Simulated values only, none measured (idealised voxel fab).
process module | voxel ribs on slabs
In the cross-section labelled cut, the width is 260 nm and each square cell is 5 nm.
Cross-section layout: square cells on a grid; listed as bands, top to bottom; a band spans one or more cell rows. Within each band entry, the heights of the top and of the bottom of the band appear first, in that order and in nm; the materials of the band then follow from left to right, each with its corresponding width in nm. The designation "all across" on a single material indicates that it fills the band from edge to edge; the designation "air" indicates empty space. The level at which height equals 0 is the one under which the wafer, as it arrives, is entirely one material. No lower edge exists for the bottom band, which continues downward and is notated as in "0 nm and below". You'd read "30 to 40" like this: the band's top row of cells is as wide as the first number, its bottom row is as wide as the second, and going down, every row changes width by the same amount as the row before did. "everything unchanged" -> step changed no cross-section cell. Entry "Fully sealed cavities". Content: empty spaces with no open connection to the top, size 8 cells or greater. Each: width x height at distance. Distance: from left edge. Unit: nm. Whatever follows a step's settings on its line is a remark the simulator itself makes about that step. overlay nm: mask offset rightward from planned place, masked step; negative means leftward offset.
### Below is the list of planned process steps
| 1 | RECEIVE (material Si) |
| 2 | DIRECTIONAL_DEP (material SiO2; thk nm 30) |
| 3 | DIRECTIONAL_DEP (material SiN; thk nm 15) |
| 4 | PATTERN (tone cover; mask id RIB; material resist; width nm 25; thk nm 15; overlay nm 0) |
| 5 | DIRECTIONAL_ETCH (etch materials SiN; depth nm 5) |
| 6 | STRIP (etch materials resist) |
| 7 | MASKED_ETCH (tone cover; mask id SLAB; width nm 55; etch materials SiN; depth nm 10; overlay nm 0) |
| 8 | FILL_DEP (material SiO2; thk nm 25) |
| 9 | CMP (height nm 65) |
| 10 | DIRECTIONAL_DEP (material TiN; thk nm 5) |
| 11 | MASKED_ETCH (tone cover; mask id HEATER; width nm 35; etch materials TiN; depth nm 5; overlay nm 0) |
| 12 | CONFORMAL_DEP (material SiO2; thk nm 5) |
### Cross-section of the incoming wafer, state after step 1
  0 nm and below = Si all across
  Fully sealed cavities: none
### Figure: cross-sectional view of the wafer upon completion of the module, processed from the initial state and according to the plan depicted above, with one error introduced during execution
  75 nm to 70 nm = air (105) | SiO2 (45) | air (110)
  70 nm to 65 nm = SiO2 (110) | TiN (35) | SiO2 (115)
  65 nm to 40 nm = SiO2 all across
  40 nm to 35 nm = SiN (100) | SiO2 (55) | SiN (105)
  35 nm to 30 nm = SiN (100) | SiO2 (15) | SiN (25) | SiO2 (15) | SiN (105)
  30 nm to 0 nm = SiO2 all across
  0 nm and below = Si all across
  Fully sealed cavities: none
So what did we get wrong on this run? step 7 did not happen as planned, as run it was MASKED_ETCH (tone open; mask id SLAB; width nm 55; etch materials SiN; depth nm 10; overlay nm 0)
